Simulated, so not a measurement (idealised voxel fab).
Herein follows the process module entitled voxel transistor to metal.
Xsec cut, 185 nm wide, square cell size 5 nm.
Bands, listed from the top down, are how a cross-section gets written in this document; the cross-section itself is a grid of square cells, and a band is one or more rows of them.
Look at the band entry: it leads with the top's height and the bottom's height in nm. Then it lists the materials left to right, with a width in nm for each. The word "all across" on a single material says that material fills the band edge to edge. The word "blank" is empty space.
Basically, 0 is our baseline, since under it the wafer straight out of the box is all one material. The bottom band has no lower end and keeps on going down, so it looks like "0 nm and below".
You'd read "30..40" like this: the band's top row of cells is as wide as the first number, its bottom row is as wide as the second, and going down, every row changes width by the same amount as the row before did.
For the purposes of this document, the phrase "nothing different" attached to a step denotes that no cell within the cross-section was modified by that step.
Voids not open to the top, 8 cells minimum: see "Closed void table". Written width x height at distance; distance is from the left edge; nm.
Past the settings on a step's line: simulator remark, on that step.
Each step line may optionally specify "overlay nm", which for a step with a mask gives the rightward distance between the mask's planned place and where it lay, a negative value indicating the leftward direction.
# Planned process steps
1. RECEIVE: material Si
2. OXIDIZE: depth nm 5
3. CONFORMAL_DEP: material SiN, thk nm 10
4. DIRECTIONAL_DEP: material aC, thk nm 10
5. PATTERN: tone cover, mask id ACTIVE, material resist, width nm 105, thk nm 25, overlay nm 0
6. DIRECTIONAL_ETCH: etch materials aC, depth nm 10
7. STRIP: etch materials resist
8. DIRECTIONAL_ETCH: etch materials SiN, depth nm 10
9. DIRECTIONAL_ETCH: etch materials SiO2, depth nm 5
10. DIRECTIONAL_ETCH: etch materials Si, depth nm 35
11. STRIP: etch materials aC
12. OXIDIZE: depth nm 5
13. FILL_DEP: material SiO2, thk nm 5
14. CMP: height nm 10
15. SELECTIVE_ETCH: etch materials SiO2, depth nm 5
16. STRIP: etch materials SiN
17. SELECTIVE_ETCH: etch materials SiO2, depth nm 5
18. OXIDIZE: depth nm 5
19. DIRECTIONAL_DEP: material polySi, thk nm 30
20. DIRECTIONAL_DEP: material SiCN, thk nm 10
21. PATTERN: tone cover, mask id GATE, material resist, width nm 25, thk nm 20, overlay nm 0
22. DIRECTIONAL_ETCH: etch materials SiCN, depth nm 20
23. DIRECTIONAL_ETCH: etch materials polySi, depth nm 40
24. STRIP: etch materials resist
25. CONFORMAL_DEP: material SiO2, thk nm 5
26. DIRECTIONAL_ETCH: etch materials SiO2, depth nm 5
27. CONFORMAL_DEP: material SiN, thk nm 5
28. DIRECTIONAL_ETCH: etch materials SiN, depth nm 5
29. DIRECTIONAL_ETCH: etch materials SiO2, depth nm 5
30. DIRECTIONAL_ETCH: etch materials Si, depth nm 10
31. EPI: material nSi, thk nm 10
32. FILL_DEP: material SiO2, thk nm 10
33. CMP: height nm 35
34. DIRECTIONAL_DEP: material SiO2, thk nm 15
35. PATTERN: tone open, mask id CONTACT, material resist, width nm 20, pitch nm 75, thk nm 15, overlay nm 0
36. DIRECTIONAL_ETCH: etch materials SiO2, depth nm 60
37. STRIP: etch materials resist
38. CONFORMAL_DEP: material TiN, thk nm 5
39. FILL_DEP: material Ru, thk nm 5
40. CMP: height nm 50
41. DIRECTIONAL_DEP: material TiN, thk nm 5
42. DIRECTIONAL_DEP: material W, thk nm 15
43. DIRECTIONAL_DEP: material aC, thk nm 15
44. PATTERN: tone cover, mask id METAL_1, material resist, width nm 20, pitch nm 75, thk nm 35, overlay nm 0
45. DIRECTIONAL_ETCH: etch materials aC, depth nm 15
46. STRIP: etch materials resist
47. DIRECTIONAL_ETCH: etch materials W, depth nm 15
48. DIRECTIONAL_ETCH: etch materials TiN, depth nm 5
49. STRIP: etch materials aC
50. CONFORMAL_DEP: material SiN, thk nm 5
51. FILL_DEP: material lowk, thk nm 10
52. CMP: height nm 70
53. CONFORMAL_DEP: material SiCN, thk nm 5
54. DIRECTIONAL_DEP: material SiO2, thk nm 35
55. MASKED_ETCH: tone open, mask id METAL_2, width nm 20, pitch nm 75, etch materials SiO2, depth nm 20, overlay nm 0
56. MASKED_ETCH: tone open, mask id METAL_2_HOLES, width nm 15, pitch nm 75, etch materials SiO2, depth nm 15, overlay nm 0
57. MASKED_ETCH: tone open, mask id METAL_2_HOLES, width nm 15, pitch nm 75, etch materials SiCN, depth nm 5, overlay nm 0
58. CONFORMAL_DEP: material TiN, thk nm 5
59. FILL_DEP: material Ru, thk nm 5
60. CMP: height nm 110
61. CONFORMAL_DEP: material SiN, thk nm 5
# The first of the two wafers, which ran as planned
# Wafer as received: cross-section following step 1
    0 nm and below  Si all across
    Closed void table: none
# Wafer after step 2 (cross-section)
    0 nm to -5 nm  SiO2 all across
    Unchanged below -5.
# Wafer after step 3 (cross-section)
    10 nm to 0 nm  SiN all across
    Unchanged below 0.
# Wafer after step 4 (cross-section)
    20 nm to 10 nm  aC all across
    Unchanged below 10.
# Wafer after step 5 (cross-section)
    45 nm to 20 nm  blank (40), then resist (105), then blank (40)
    Unchanged below 20.
# Wafer after step 6 (cross-section)
    35 nm to 20 nm  blank (40), then resist (105), then blank (40)
    20 nm to 10 nm  blank (40), then aC (105), then blank (40)
    Unchanged below 10.
# Wafer after step 7 (cross-section)
    20 nm to 10 nm  blank (40), then aC (105), then blank (40)
    Unchanged below 10.
# Wafer after step 8 (cross-section)
    20 nm to 10 nm  blank (40), then aC (105), then blank (40)
    10 nm to 0 nm  blank (40), then SiN (105), then blank (40)
    Unchanged below 0.
# Wafer after step 9 (cross-section)
    20 nm to 10 nm  blank (40), then aC (105), then blank (40)
    10 nm to 0 nm  blank (40), then SiN (105), then blank (40)
    0 nm to -5 nm  blank (40), then SiO2 (105), then blank (40)
    Unchanged below -5.
# Wafer after step 10 (cross-section)
    20 nm to 10 nm  blank (40), then aC (105), then blank (40)
    10 nm to 0 nm  blank (40), then SiN (105), then blank (40)
    0 nm to -5 nm  blank (40), then SiO2 (105), then blank (40)
    -5 nm to -40 nm  blank (40), then Si (105), then blank (40)
    Unchanged below -40.
# Wafer after step 11 (cross-section)
    10 nm to 0 nm  blank (40), then SiN (105), then blank (40)
    Unchanged below 0.
# Wafer after step 12 (cross-section)
    10 nm to 0 nm  blank (40), then SiN (105), then blank (40)
    0 nm to -5 nm  blank (40), then SiO2 (105), then blank (40)
    -5 nm to -40 nm  blank (40), then SiO2 (5), then Si (95), then SiO2 (5), then blank (40)
    -40 nm to -45 nm  SiO2 (45), then Si (95), then SiO2 (45)
    Unchanged below -45.
# Wafer after step 13 (cross-section)
    15 nm to 10 nm  SiO2 all across
    10 nm to 0 nm  SiO2 (40), then SiN (105), then SiO2 (40)
    0 nm to -5 nm  SiO2 all across
    -5 nm to -45 nm  SiO2 (45), then Si (95), then SiO2 (45)
    Unchanged below -45.
# Wafer after step 14 (cross-section)
    10 nm to 0 nm  SiO2 (40), then SiN (105), then SiO2 (40)
    Unchanged below 0.
# Wafer after step 15 (cross-section)
    10 nm to 5 nm  blank (40), then SiN (105), then blank (40)
    Unchanged below 5.
# Wafer after step 16 (cross-section)
    5 nm to 0 nm  SiO2 (40), then blank (105), then SiO2 (40)
    Unchanged below 0.
# Wafer after step 17 (cross-section)
    0 nm to -5 nm  SiO2 (35), then blank (115), then SiO2 (35)
    Unchanged below -5.
# Wafer after step 18 (cross-section)
    0 nm to -5 nm  SiO2 (35), then blank (115), then SiO2 (35)
    -5 nm to -10 nm  SiO2 all across
    Unchanged below -10.
# Wafer after step 19 (cross-section)
    30 nm to 25 nm  polySi (35), then blank (115), then polySi (35)
    25 nm to 0 nm  polySi all across
    0 nm to -5 nm  SiO2 (35), then polySi (115), then SiO2 (35)
    Unchanged below -5.
# Wafer after step 20 (cross-section)
    40 nm to 35 nm  SiCN (35), then blank (115), then SiCN (35)
    35 nm to 30 nm  SiCN all across
    30 nm to 25 nm  polySi (35), then SiCN (115), then polySi (35)
    Unchanged below 25.
# Wafer after step 21 (cross-section)
    60 nm to 40 nm  blank (80), then resist (25), then blank (80)
    40 nm to 35 nm  SiCN (35), then blank (45), then resist (25), then blank (45), then SiCN (35)
    Unchanged below 35.
# Wafer after step 22 (cross-section)
    60 nm to 35 nm  blank (80), then resist (25), then blank (80)
    35 nm to 30 nm  blank (80), then SiCN (25), then blank (80)
    30 nm to 25 nm  polySi (35), then blank (45), then SiCN (25), then blank (45), then polySi (35)
    Unchanged below 25.
# Wafer after step 23 (cross-section)
    60 nm to 35 nm  blank (80), then resist (25), then blank (80)
    35 nm to 25 nm  blank (80), then SiCN (25), then blank (80)
    25 nm to 0 nm  blank (80), then polySi (25), then blank (80)
    0 nm to -5 nm  SiO2 (35), then blank (45), then polySi (25), then blank (45), then SiO2 (35)
    Unchanged below -5.
# Wafer after step 24 (cross-section)
    35 nm to 25 nm  blank (80), then SiCN (25), then blank (80)
    Unchanged below 25.
# Wafer after step 25 (cross-section)
    40 nm to 35 nm  blank (75), then SiO2 (35), then blank (75)
    35 nm to 25 nm  blank (75), then SiO2 (5), then SiCN (25), then SiO2 (5), then blank (75)
    25 nm to 5 nm  blank (75), then SiO2 (5), then polySi (25), then SiO2 (5), then blank (75)
    5 nm to 0 nm  SiO2 (40), then blank (35), then SiO2 (5), then polySi (25), then SiO2 (5), then blank (35), then SiO2 (40)
    0 nm to -5 nm  SiO2 (80), then polySi (25), then SiO2 (80)
    Unchanged below -5.
# Wafer after step 26 (cross-section)
    35 nm to 25 nm  blank (75), then SiO2 (5), then SiCN (25), then SiO2 (5), then blank (75)
    25 nm to 0 nm  blank (75), then SiO2 (5), then polySi (25), then SiO2 (5), then blank (75)
    0 nm to -5 nm  SiO2 (40), then blank (35), then SiO2 (5), then polySi (25), then SiO2 (5), then blank (35), then SiO2 (40)
    Unchanged below -5.
# Wafer after step 27 (cross-section)
    40 nm to 35 nm  blank (70), then SiN (45), then blank (70)
    35 nm to 25 nm  blank (70), then SiN (5), then SiO2 (5), then SiCN (25), then SiO2 (5), then SiN (5), then blank (70)
    25 nm to 5 nm  blank (70), then SiN (5), then SiO2 (5), then polySi (25), then SiO2 (5), then SiN (5), then blank (70)
    5 nm to 0 nm  SiN (45), then blank (25), then SiN (5), then SiO2 (5), then polySi (25), then SiO2 (5), then SiN (5), then blank (25), then SiN (45)
    0 nm to -5 nm  SiO2 (40), then SiN (35), then SiO2 (5), then polySi (25), then SiO2 (5), then SiN (35), then SiO2 (40)
    Unchanged below -5.
# Wafer after step 28 (cross-section)
    35 nm to 25 nm  blank (70), then SiN (5), then SiO2 (5), then SiCN (25), then SiO2 (5), then SiN (5), then blank (70)
    25 nm to 0 nm  blank (70), then SiN (5), then SiO2 (5), then polySi (25), then SiO2 (5), then SiN (5), then blank (70)
    0 nm to -5 nm  SiO2 (40), then SiN (5), then blank (25), then SiN (5), then SiO2 (5), then polySi (25), then SiO2 (5), then SiN (5), then blank (25), then SiN (5), then SiO2 (40)
    Unchanged below -5.
# Wafer after step 29 (cross-section)
    35 nm to 30 nm  blank (70), then SiN (5), then blank (5), then SiCN (25), then blank (5), then SiN (5), then blank (70)
    30 nm to 25 nm  blank (70), then SiN (5), then SiO2 (5), then SiCN (25), then SiO2 (5), then SiN (5), then blank (70)
    25 nm to 0 nm  blank (70), then SiN (5), then SiO2 (5), then polySi (25), then SiO2 (5), then SiN (5), then blank (70)
    0 nm to -5 nm  blank (40), then SiN (5), then blank (25), then SiN (5), then SiO2 (5), then polySi (25), then SiO2 (5), then SiN (5), then blank (25), then SiN (5), then blank (40)
    -5 nm to -10 nm  SiO2 (45), then blank (25), then SiO2 (45), then blank (25), then SiO2 (45)
    Unchanged below -10.
# Wafer after step 30 (cross-section)
    35 nm to 30 nm  blank (70), then SiN (5), then blank (5), then SiCN (25), then blank (5), then SiN (5), then blank (70)
    30 nm to 25 nm  blank (70), then SiN (5), then SiO2 (5), then SiCN (25), then SiO2 (5), then SiN (5), then blank (70)
    25 nm to 0 nm  blank (70), then SiN (5), then SiO2 (5), then polySi (25), then SiO2 (5), then SiN (5), then blank (70)
    0 nm to -5 nm  blank (40), then SiN (5), then blank (25), then SiN (5), then SiO2 (5), then polySi (25), then SiO2 (5), then SiN (5), then blank (25), then SiN (5), then blank (40)
    -5 nm to -10 nm  SiO2 (45), then blank (25), then SiO2 (45), then blank (25), then SiO2 (45)
    -10 nm to -20 nm  SiO2 (45), then blank (25), then Si (45), then blank (25), then SiO2 (45)
    Unchanged below -20.
# Wafer after step 31 (cross-section)
    35 nm to 30 nm  blank (70), then SiN (5), then blank (5), then SiCN (25), then blank (5), then SiN (5), then blank (70)
    30 nm to 25 nm  blank (70), then SiN (5), then SiO2 (5), then SiCN (25), then SiO2 (5), then SiN (5), then blank (70)
    25 nm to 0 nm  blank (70), then SiN (5), then SiO2 (5), then polySi (25), then SiO2 (5), then SiN (5), then blank (70)
    0 nm to -5 nm  blank (40), then SiN (5), then blank (15), then nSi (10), then SiN (5), then SiO2 (5), then polySi (25), then SiO2 (5), then SiN (5), then nSi (10), then blank (15), then SiN (5), then blank (40)
    -5 nm to -10 nm  SiO2 (45), then blank (15), then nSi (10), then SiO2 (45), then nSi (10), then blank (15), then SiO2 (45)
    -10 nm to -20 nm  SiO2 (45), then nSi (25), then Si (45), then nSi (25), then SiO2 (45)
    Unchanged below -20.
# Wafer after step 32 (cross-section)
    45 nm to 35 nm  SiO2 all across
    35 nm to 25 nm  SiO2 (70), then SiN (5), then SiO2 (5), then SiCN (25), then SiO2 (5), then SiN (5), then SiO2 (70)
    25 nm to 0 nm  SiO2 (70), then SiN (5), then SiO2 (5), then polySi (25), then SiO2 (5), then SiN (5), then SiO2 (70)
    0 nm to -5 nm  SiO2 (40), then SiN (5), then SiO2 (15), then nSi (10), then SiN (5), then SiO2 (5), then polySi (25), then SiO2 (5), then SiN (5), then nSi (10), then SiO2 (15), then SiN (5), then SiO2 (40)
    -5 nm to -10 nm  SiO2 (60), then nSi (10), then SiO2 (45), then nSi (10), then SiO2 (60)
    Unchanged below -10.
# Wafer after step 33 (cross-section)
    35 nm to 25 nm  SiO2 (70), then SiN (5), then SiO2 (5), then SiCN (25), then SiO2 (5), then SiN (5), then SiO2 (70)
    Unchanged below 25.
# Wafer after step 34 (cross-section)
    50 nm to 35 nm  SiO2 all across
    Unchanged below 35.
# Wafer after step 35 (cross-section)
    65 nm to 50 nm  resist (45), then blank (20), then resist (55), then blank (20), then resist (45)
    Unchanged below 50.
# Wafer after step 36 (cross-section)
    65 nm to 50 nm  resist (45), then blank (20), then resist (55), then blank (20), then resist (45)
    50 nm to 35 nm  SiO2 (45), then blank (20), then SiO2 (55), then blank (20), then SiO2 (45)
    35 nm to 25 nm  SiO2 (45), then blank (20), then SiO2 (5), then SiN (5), then SiO2 (5), then SiCN (25), then SiO2 (5), then SiN (5), then SiO2 (5), then blank (20), then SiO2 (45)
    25 nm to 0 nm  SiO2 (45), then blank (20), then SiO2 (5), then SiN (5), then SiO2 (5), then polySi (25), then SiO2 (5), then SiN (5), then SiO2 (5), then blank (20), then SiO2 (45)
    0 nm to -5 nm  SiO2 (40), then SiN (5), then blank (15), then nSi (10), then SiN (5), then SiO2 (5), then polySi (25), then SiO2 (5), then SiN (5), then nSi (10), then blank (15), then SiN (5), then SiO2 (40)
    -5 nm to -10 nm  SiO2 (45), then blank (15), then nSi (10), then SiO2 (45), then nSi (10), then blank (15), then SiO2 (45)
    Unchanged below -10.
# Wafer after step 37 (cross-section)
    50 nm to 35 nm  SiO2 (45), then blank (20), then SiO2 (55), then blank (20), then SiO2 (45)
    Unchanged below 35.
# Wafer after step 38 (cross-section)
    55 nm to 50 nm  TiN (50), then blank (10), then TiN (65), then blank (10), then TiN (50)
    50 nm to 35 nm  SiO2 (45), then TiN (5), then blank (10), then TiN (5), then SiO2 (55), then TiN (5), then blank (10), then TiN (5), then SiO2 (45)
    35 nm to 25 nm  SiO2 (45), then TiN (5), then blank (10), then TiN (5), then SiO2 (5), then SiN (5), then SiO2 (5), then SiCN (25), then SiO2 (5), then SiN (5), then SiO2 (5), then TiN (5), then blank (10), then TiN (5), then SiO2 (45)
    25 nm to 5 nm  SiO2 (45), then TiN (5), then blank (10), then TiN (5), then SiO2 (5), then SiN (5), then SiO2 (5), then polySi (25), then SiO2 (5), then SiN (5), then SiO2 (5), then TiN (5), then blank (10), then TiN (5), then SiO2 (45)
    5 nm to 0 nm  SiO2 (45), then TiN (5), then blank (5), then TiN (10), then SiO2 (5), then SiN (5), then SiO2 (5), then polySi (25), then SiO2 (5), then SiN (5), then SiO2 (5), then TiN (10), then blank (5), then TiN (5), then SiO2 (45)
    0 nm to -5 nm  SiO2 (40), then SiN (5), then TiN (5), then blank (5), then TiN (5), then nSi (10), then SiN (5), then SiO2 (5), then polySi (25), then SiO2 (5), then SiN (5), then nSi (10), then TiN (5), then blank (5), then TiN (5), then SiN (5), then SiO2 (40)
    -5 nm to -10 nm  SiO2 (45), then TiN (15), then nSi (10), then SiO2 (45), then nSi (10), then TiN (15), then SiO2 (45)
    Unchanged below -10.
# Wafer after step 39 (cross-section)
    60 nm to 55 nm  Ru all across
    55 nm to 50 nm  TiN (50), then Ru (10), then TiN (65), then Ru (10), then TiN (50)
    50 nm to 35 nm  SiO2 (45), then TiN (5), then Ru (10), then TiN (5), then SiO2 (55), then TiN (5), then Ru (10), then TiN (5), then SiO2 (45)
    35 nm to 25 nm  SiO2 (45), then TiN (5), then Ru (10), then TiN (5), then SiO2 (5), then SiN (5), then SiO2 (5), then SiCN (25), then SiO2 (5), then SiN (5), then SiO2 (5), then TiN (5), then Ru (10), then TiN (5), then SiO2 (45)
    25 nm to 5 nm  SiO2 (45), then TiN (5), then Ru (10), then TiN (5), then SiO2 (5), then SiN (5), then SiO2 (5), then polySi (25), then SiO2 (5), then SiN (5), then SiO2 (5), then TiN (5), then Ru (10), then TiN (5), then SiO2 (45)
    5 nm to 0 nm  SiO2 (45), then TiN (5), then Ru (5), then TiN (10), then SiO2 (5), then SiN (5), then SiO2 (5), then polySi (25), then SiO2 (5), then SiN (5), then SiO2 (5), then TiN (10), then Ru (5), then TiN (5), then SiO2 (45)
    0 nm to -5 nm  SiO2 (40), then SiN (5), then TiN (5), then Ru (5), then TiN (5), then nSi (10), then SiN (5), then SiO2 (5), then polySi (25), then SiO2 (5), then SiN (5), then nSi (10), then TiN (5), then Ru (5), then TiN (5), then SiN (5), then SiO2 (40)
    Unchanged below -5.
# Wafer after step 40 (cross-section)
    50 nm to 35 nm  SiO2 (45), then TiN (5), then Ru (10), then TiN (5), then SiO2 (55), then TiN (5), then Ru (10), then TiN (5), then SiO2 (45)
    Unchanged below 35.
# Wafer after step 41 (cross-section)
    55 nm to 50 nm  TiN all across
    Unchanged below 50.
# Wafer after step 42 (cross-section)
    70 nm to 55 nm  W all across
    Unchanged below 55.
# Wafer after step 43 (cross-section)
    85 nm to 70 nm  aC all across
    Unchanged below 70.
# Wafer after step 44 (cross-section)
    120 nm to 85 nm  blank (45), then resist (20), then blank (55), then resist (20), then blank (45)
    Unchanged below 85.
# Wafer after step 45 (cross-section)
    105 nm to 85 nm  blank (45), then resist (20), then blank (55), then resist (20), then blank (45)
    85 nm to 70 nm  blank (45), then aC (20), then blank (55), then aC (20), then blank (45)
    Unchanged below 70.
# Wafer after step 46 (cross-section)
    85 nm to 70 nm  blank (45), then aC (20), then blank (55), then aC (20), then blank (45)
    Unchanged below 70.
# Wafer after step 47 (cross-section)
    85 nm to 70 nm  blank (45), then aC (20), then blank (55), then aC (20), then blank (45)
    70 nm to 55 nm  blank (45), then W (20), then blank (55), then W (20), then blank (45)
    Unchanged below 55.
# Wafer after step 48 (cross-section)
    85 nm to 70 nm  blank (45), then aC (20), then blank (55), then aC (20), then blank (45)
    70 nm to 55 nm  blank (45), then W (20), then blank (55), then W (20), then blank (45)
    55 nm to 50 nm  blank (45), then TiN (20), then blank (55), then TiN (20), then blank (45)
    Unchanged below 50.
# Wafer after step 49 (cross-section)
    70 nm to 55 nm  blank (45), then W (20), then blank (55), then W (20), then blank (45)
    Unchanged below 55.
# Wafer after step 50 (cross-section)
    75 nm to 70 nm  blank (40), then SiN (30), then blank (45), then SiN (30), then blank (40)
    70 nm to 55 nm  blank (40), then SiN (5), then W (20), then SiN (5), then blank (45), then SiN (5), then W (20), then SiN (5), then blank (40)
    55 nm to 50 nm  SiN (45), then TiN (20), then SiN (55), then TiN (20), then SiN (45)
    Unchanged below 50.
# Wafer after step 51 (cross-section)
    85 nm to 75 nm  lowk all across
    75 nm to 70 nm  lowk (40), then SiN (30), then lowk (45), then SiN (30), then lowk (40)
    70 nm to 55 nm  lowk (40), then SiN (5), then W (20), then SiN (5), then lowk (45), then SiN (5), then W (20), then SiN (5), then lowk (40)
    Unchanged below 55.
# Wafer after step 52 (cross-section)
    70 nm to 55 nm  lowk (40), then SiN (5), then W (20), then SiN (5), then lowk (45), then SiN (5), then W (20), then SiN (5), then lowk (40)
    Unchanged below 55.
# Wafer after step 53 (cross-section)
    75 nm to 70 nm  SiCN all across
    Unchanged below 70.
# Wafer after step 54 (cross-section)
    110 nm to 75 nm  SiO2 all across
    Unchanged below 75.
# Wafer after step 55 (cross-section)
    110 nm to 90 nm  SiO2 (45), then blank (20), then SiO2 (55), then blank (20), then SiO2 (45)
    Unchanged below 90.
# Wafer after step 56 (cross-section)
    110 nm to 90 nm  SiO2 (45), then blank (20), then SiO2 (55), then blank (20), then SiO2 (45)
    90 nm to 75 nm  SiO2 (45), then blank (15), then SiO2 (60), then blank (15), then SiO2 (50)
    Unchanged below 75.
# Wafer after step 57 (cross-section)
    110 nm to 90 nm  SiO2 (45), then blank (20), then SiO2 (55), then blank (20), then SiO2 (45)
    90 nm to 75 nm  SiO2 (45), then blank (15), then SiO2 (60), then blank (15), then SiO2 (50)
    75 nm to 70 nm  SiCN (45), then blank (15), then SiCN (60), then blank (15), then SiCN (50)
    Unchanged below 70.
# Wafer after step 58 (cross-section)
    115 nm to 110 nm  TiN (50), then blank (10), then TiN (65), then blank (10), then TiN (50)
    110 nm to 95 nm  SiO2 (45), then TiN (5), then blank (10), then TiN (5), then SiO2 (55), then TiN (5), then blank (10), then TiN (5), then SiO2 (45)
    95 nm to 90 nm  SiO2 (45), then TiN (5), then blank (5), then TiN (10), then SiO2 (55), then TiN (5), then blank (5), then TiN (10), then SiO2 (45)
    90 nm to 75 nm  SiO2 (45), then TiN (5), then blank (5), then TiN (5), then SiO2 (60), then TiN (5), then blank (5), then TiN (5), then SiO2 (50)
    75 nm to 70 nm  SiCN (45), then TiN (15), then SiCN (60), then TiN (15), then SiCN (50)
    Unchanged below 70.
# Wafer after step 59 (cross-section)
    120 nm to 115 nm  Ru all across
    115 nm to 110 nm  TiN (50), then Ru (10), then TiN (65), then Ru (10), then TiN (50)
    110 nm to 95 nm  SiO2 (45), then TiN (5), then Ru (10), then TiN (5), then SiO2 (55), then TiN (5), then Ru (10), then TiN (5), then SiO2 (45)
    95 nm to 90 nm  SiO2 (45), then TiN (5), then Ru (5), then TiN (10), then SiO2 (55), then TiN (5), then Ru (5), then TiN (10), then SiO2 (45)
    90 nm to 75 nm  SiO2 (45), then TiN (5), then Ru (5), then TiN (5), then SiO2 (60), then TiN (5), then Ru (5), then TiN (5), then SiO2 (50)
    Unchanged below 75.
# Wafer after step 60 (cross-section)
    110 nm to 95 nm  SiO2 (45), then TiN (5), then Ru (10), then TiN (5), then SiO2 (55), then TiN (5), then Ru (10), then TiN (5), then SiO2 (45)
    Unchanged below 95.
# Wafer after step 61 (cross-section)
    115 nm to 110 nm  SiN all across
    Unchanged below 110.
# Regarding the second of the two wafers: it shared the first wafer's starting condition and process plan, yet one error occurred during its execution. Its history coincides with that of the first wafer up to and including step 55
# Second wafer cross-section, taken as of the time the plan sets for step 56 to be done
    110 nm to 95 nm  SiO2 (40), then blank (25), then SiO2 (50), then blank (25), then SiO2 (45)
    95 nm to 75 nm  SiO2 (45), then blank (20), then SiO2 (55), then blank (20), then SiO2 (45)
    Unchanged below 75.
# Second wafer cross-section, taken as of the time the plan sets for step 57 to be done
    110 nm to 95 nm  SiO2 (40), then blank (25), then SiO2 (50), then blank (25), then SiO2 (45)
    95 nm to 75 nm  SiO2 (45), then blank (20), then SiO2 (55), then blank (20), then SiO2 (45)
    75 nm to 70 nm  SiCN (45), then blank (15), then SiCN (60), then blank (15), then SiCN (50)
    Unchanged below 70.
# Second wafer cross-section, taken as of the time the plan sets for step 58 to be done
    115 nm to 110 nm  TiN (45), then blank (15), then TiN (60), then blank (15), then TiN (50)
    110 nm to 100 nm  SiO2 (40), then TiN (5), then blank (15), then TiN (5), then SiO2 (50), then TiN (5), then blank (15), then TiN (5), then SiO2 (45)
    100 nm to 95 nm  SiO2 (40), then TiN (10), then blank (10), then TiN (5), then SiO2 (50), then TiN (10), then blank (10), then TiN (5), then SiO2 (45)
    95 nm to 80 nm  SiO2 (45), then TiN (5), then blank (10), then TiN (5), then SiO2 (55), then TiN (5), then blank (10), then TiN (5), then SiO2 (45)
    80 nm to 75 nm  SiO2 (45), then TiN (5), then blank (5), then TiN (10), then SiO2 (55), then TiN (5), then blank (5), then TiN (10), then SiO2 (45)
    75 nm to 70 nm  SiCN (45), then TiN (15), then SiCN (60), then TiN (15), then SiCN (50)
    Unchanged below 70.
# Second wafer cross-section, taken as of the time the plan sets for step 59 to be done
    120 nm to 115 nm  Ru all across
    115 nm to 110 nm  TiN (45), then Ru (15), then TiN (60), then Ru (15), then TiN (50)
    110 nm to 100 nm  SiO2 (40), then TiN (5), then Ru (15), then TiN (5), then SiO2 (50), then TiN (5), then Ru (15), then TiN (5), then SiO2 (45)
    100 nm to 95 nm  SiO2 (40), then TiN (10), then Ru (10), then TiN (5), then SiO2 (50), then TiN (10), then Ru (10), then TiN (5), then SiO2 (45)
    95 nm to 80 nm  SiO2 (45), then TiN (5), then Ru (10), then TiN (5), then SiO2 (55), then TiN (5), then Ru (10), then TiN (5), then SiO2 (45)
    80 nm to 75 nm  SiO2 (45), then TiN (5), then Ru (5), then TiN (10), then SiO2 (55), then TiN (5), then Ru (5), then TiN (10), then SiO2 (45)
    Unchanged below 75.
# Second wafer cross-section, taken as of the time the plan sets for step 60 to be done
    110 nm to 100 nm  SiO2 (40), then TiN (5), then Ru (15), then TiN (5), then SiO2 (50), then TiN (5), then Ru (15), then TiN (5), then SiO2 (45)
    Unchanged below 100.
# Second wafer cross-section, taken as of the time the plan sets for step 61 to be done
    115 nm to 110 nm  SiN all across
    Unchanged below 110.
Heads up, the wafer didn't run the way we planned it: note that step 56 departed from the planned setting and was carried out as MASKED_ETCH: tone open, mask id METAL_2_HOLES, width nm 25, pitch nm 75, etch materials SiO2, depth nm 15, overlay nm 0
Final wafer comparison in cells, second versus first, more or fewer per material: +10 Ru; -12 SiO2; +2 TiN
